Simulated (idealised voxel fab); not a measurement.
This section sets out a process module, namely voxel gate over fins.
Pictured: cross-section cut, 235 nm wide, on a grid of 5 nm square cells.
Cross-section layout: square cells on a grid; listed as bands, top to bottom; a band spans one or more cell rows.
Look at the band entry: it leads with the top's height and the bottom's height in nm. Then it lists the materials left to right, with a width in nm for each. The word "everywhere" on a single material says that material fills the band edge to edge. The word "empty" is empty space.
Heights from 0 (as-received wafer is one material below). Bottom band endless downward, as "top 0, no bottom".
Note: "30 to 40" means the width goes from the first number (top row of the band) to the second number (bottom row) in equal steps per row of cells.
Where a step carries "no change", the cross-section came out of it unchanged, cell for cell.
"Internal closed voids": sealed empty spaces, 8 cells or more, no open way to top, listed width x height at distance, with distance from the left edge and width, height and distance in nm.
Post-settings text on a step line: simulator's own remark regarding the step.
The optional step-line setting "overlay nm" applies to steps with a mask and quantifies how far to the right of its planned location the mask lay, a negative value indicating leftward placement.
## Steps planned for the process
| 1 | RECEIVE,material Si |
| 2 | CONFORMAL_DEP,material SiN,thk nm 5 |
| 3 | PATTERN,tone cover,mask id FINS,material resist,width nm 15,pitch nm 35,thk nm 15,overlay nm 0 |
| 4 | DIRECTIONAL_ETCH,etch materials SiN,depth nm 5 |
| 5 | DIRECTIONAL_ETCH,etch materials Si,depth nm 35 |
| 6 | STRIP,etch materials resist |
| 7 | FILL_DEP,material SiO2,thk nm 5 |
| 8 | CMP,height nm 5 |
| 9 | SELECTIVE_ETCH,etch materials SiO2,depth nm 15 |
| 10 | STRIP,etch materials SiN |
| 11 | CONFORMAL_DEP,material HfO2,thk nm 5 |
| 12 | CONFORMAL_DEP,material TiN,thk nm 5 |
| 13 | FILL_DEP,material W,thk nm 10 |
| 14 | CMP,height nm 15 |
| 15 | CONFORMAL_DEP,material SiN,thk nm 5 |
## Cross-section of the wafer at receipt, which is the condition after step 1
	top 0, no bottom: Si everywhere
	Internal closed voids: none
## The module was run from the start shown above using the plan shown above, but one mistake was made doing it; the resulting wafer cross-section is below
	top 20, bottom 15: SiN everywhere
	top 15, bottom 5: TiN everywhere
	top 5, bottom 0: 70 of TiN  25 of HfO2  10 of TiN  25 of HfO2  10 of TiN  25 of HfO2  70 of TiN
	top 0, bottom -5: 70 of TiN  5 of HfO2  15 of Si  5 of HfO2  10 of TiN  5 of HfO2  15 of Si  5 of HfO2  10 of TiN  5 of HfO2  15 of Si  5 of HfO2  70 of TiN
	top -5, bottom -10: 75 of HfO2  15 of Si  20 of HfO2  15 of Si  20 of HfO2  15 of Si  75 of HfO2
	top -10, bottom -35: 75 of SiO2  15 of Si  20 of SiO2  15 of Si  20 of SiO2  15 of Si  75 of SiO2
	top -35, no bottom: Si everywhere
	Internal closed voids: none
Want to know what went wrong? off-plan run, step 13, actual operation and settings FILL_DEP,material TiN,thk nm 10
